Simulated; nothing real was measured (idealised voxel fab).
Process module name: voxel ribs on slabs
Section cut is 240 nm wide and gridded with 5 nm square cells.
Notation: cross-section as square-cell grid; stated in bands, top first, going down; one or more cell rows per band. First you get the band's top height and its bottom height, in nm, and then the materials it's made of, left to right, with each width in nm. If you see a single material with "everywhere", that one covers the band edge to edge. "empty" is empty space. The reference from which all heights are counted is 0, the level beneath which the as-received wafer is entirely one material; the lowest band, having no lower bound, proceeds downward and is written after the example "0 down". Top row gets the first number, bottom row gets the second, and each row in between changes by the same step: that is how a band width like "30 to 40" works. "no change occurred" after a step means that no cell of the cross-section changed. What "Enclosed empty spaces" gives you is every empty space of 8 cells or more that is cut off from the top. Each appears as width x height at distance, with the distance taken from the left edge and width, height and distance all in nm. On each step's line, the part that comes after the settings is the simulator's own comment on the step. What "overlay nm" on a step's line means: if the step has a mask, that mask lay this far to the right of its planned place, or, when the value is negative, to the left.

Listed below are the process steps as planned:
step 1: RECEIVE [material Si]
step 2: DIRECTIONAL_DEP [material SiO2] [thk nm 30]
step 3: DIRECTIONAL_DEP [material SiN] [thk nm 25]
step 4: MASKED_ETCH [tone cover] [mask id RIB] [width nm 30] [etch materials SiN] [depth nm 20] [overlay nm 0]
step 5: PATTERN [tone cover] [mask id SLAB] [material resist] [width nm 80] [thk nm 20] [overlay nm 0]
step 6: DIRECTIONAL_ETCH [etch materials SiN] [depth nm 5]
step 7: STRIP [etch materials resist]
step 8: FILL_DEP [material SiO2] [thk nm 20]
step 9: CMP [height nm 65]
step 10: DIRECTIONAL_DEP [material TiN] [thk nm 5]
step 11: MASKED_ETCH [tone cover] [mask id HEATER] [width nm 40] [etch materials TiN] [depth nm 5] [overlay nm 0]
step 12: CONFORMAL_DEP [material SiO2] [thk nm 10]

Concerning the first of two wafers, which was run in accordance with the plan:

Shown in cross-section is the wafer as received, that is, as it stands after step 1:
* 0 down | Si everywhere
* Enclosed empty spaces: none

Cross-sectional representation of the wafer at the conclusion of step 2:
* 30 to 0 | SiO2 everywhere
* No changes below 0.

Cross-sectional representation of the wafer at the conclusion of step 3:
* 55 to 30 | SiN everywhere
* No changes below 30.

Cross-sectional representation of the wafer at the conclusion of step 4:
* 55 to 35 | 105 nm empty; 30 nm SiN; 105 nm empty
* No changes below 35.

Cross-sectional representation of the wafer at the conclusion of step 5:
* 75 to 55 | 80 nm empty; 80 nm resist; 80 nm empty
* 55 to 35 | 80 nm empty; 25 nm resist; 30 nm SiN; 25 nm resist; 80 nm empty
* No changes below 35.

Cross-sectional representation of the wafer at the conclusion of step 6:
* 75 to 55 | 80 nm empty; 80 nm resist; 80 nm empty
* 55 to 35 | 80 nm empty; 25 nm resist; 30 nm SiN; 25 nm resist; 80 nm empty
* 35 to 30 | 80 nm empty; 80 nm SiN; 80 nm empty
* No changes below 30.

Cross-sectional representation of the wafer at the conclusion of step 7:
* 55 to 35 | 105 nm empty; 30 nm SiN; 105 nm empty
* No changes below 35.

Cross-sectional representation of the wafer at the conclusion of step 8:
* 75 to 55 | SiO2 everywhere
* 55 to 35 | 105 nm SiO2; 30 nm SiN; 105 nm SiO2
* 35 to 30 | 80 nm SiO2; 80 nm SiN; 80 nm SiO2
* No changes below 30.

Cross-sectional representation of the wafer at the conclusion of step 9:
* 65 to 55 | SiO2 everywhere
* No changes below 55.

Cross-sectional representation of the wafer at the conclusion of step 10:
* 70 to 65 | TiN everywhere
* No changes below 65.

Cross-sectional representation of the wafer at the conclusion of step 11:
* 70 to 65 | 100 nm empty; 40 nm TiN; 100 nm empty
* No changes below 65.

Cross-sectional representation of the wafer at the conclusion of step 12:
* 80 to 75 | 90 nm empty; 60 nm SiO2; 90 nm empty
* 75 to 70 | SiO2 everywhere
* 70 to 65 | 100 nm SiO2; 40 nm TiN; 100 nm SiO2
* No changes below 65.

Now the other wafer: same start, same recipe, but we messed up one thing when running it. Up to and including step 1 it's the same as the first one:

Cross-section of the second wafer when, according to plan, step 2 should have finished:
* 60 to 0 | SiO2 everywhere
* No changes below 0.

Cross-section of the second wafer when, according to plan, step 3 should have finished:
* 85 to 60 | SiN everywhere
* No changes below 60.

Cross-section of the second wafer when, according to plan, step 4 should have finished:
* 85 to 65 | 105 nm empty; 30 nm SiN; 105 nm empty
* No changes below 65.

Cross-section of the second wafer when, according to plan, step 5 should have finished:
* 105 to 85 | 80 nm empty; 80 nm resist; 80 nm empty
* 85 to 65 | 80 nm empty; 25 nm resist; 30 nm SiN; 25 nm resist; 80 nm empty
* No changes below 65.

Cross-section of the second wafer when, according to plan, step 6 should have finished:
* 105 to 85 | 80 nm empty; 80 nm resist; 80 nm empty
* 85 to 65 | 80 nm empty; 25 nm resist; 30 nm SiN; 25 nm resist; 80 nm empty
* 65 to 60 | 80 nm empty; 80 nm SiN; 80 nm empty
* No changes below 60.

Cross-section of the second wafer when, according to plan, step 7 should have finished:
* 85 to 65 | 105 nm empty; 30 nm SiN; 105 nm empty
* No changes below 65.

Cross-section of the second wafer when, according to plan, step 8 should have finished:
* 105 to 85 | SiO2 everywhere
* 85 to 65 | 105 nm SiO2; 30 nm SiN; 105 nm SiO2
* 65 to 60 | 80 nm SiO2; 80 nm SiN; 80 nm SiO2
* No changes below 60.

Cross-section of the second wafer when, according to plan, step 9 should have finished:
* 65 to 60 | 80 nm SiO2; 80 nm SiN; 80 nm SiO2
* No changes below 60.

Cross-section of the second wafer when, according to plan, step 10 should have finished:
* 70 to 65 | TiN everywhere
* No changes below 65.

Cross-section of the second wafer when, according to plan, step 11 should have finished:
* 70 to 65 | 100 nm empty; 40 nm TiN; 100 nm empty
* No changes below 65.

Cross-section of the second wafer when, according to plan, step 12 should have finished:
* 80 to 75 | 90 nm empty; 60 nm SiO2; 90 nm empty
* 75 to 70 | SiO2 everywhere
* 70 to 65 | 100 nm SiO2; 40 nm TiN; 100 nm SiO2
* No changes below 65.
Here's what went sideways: the plan's step 2 ran twice
The second wafer ends with more or fewer cells of some materials than the first, per final count: SiN: 24 fewer, SiO2: 24 more
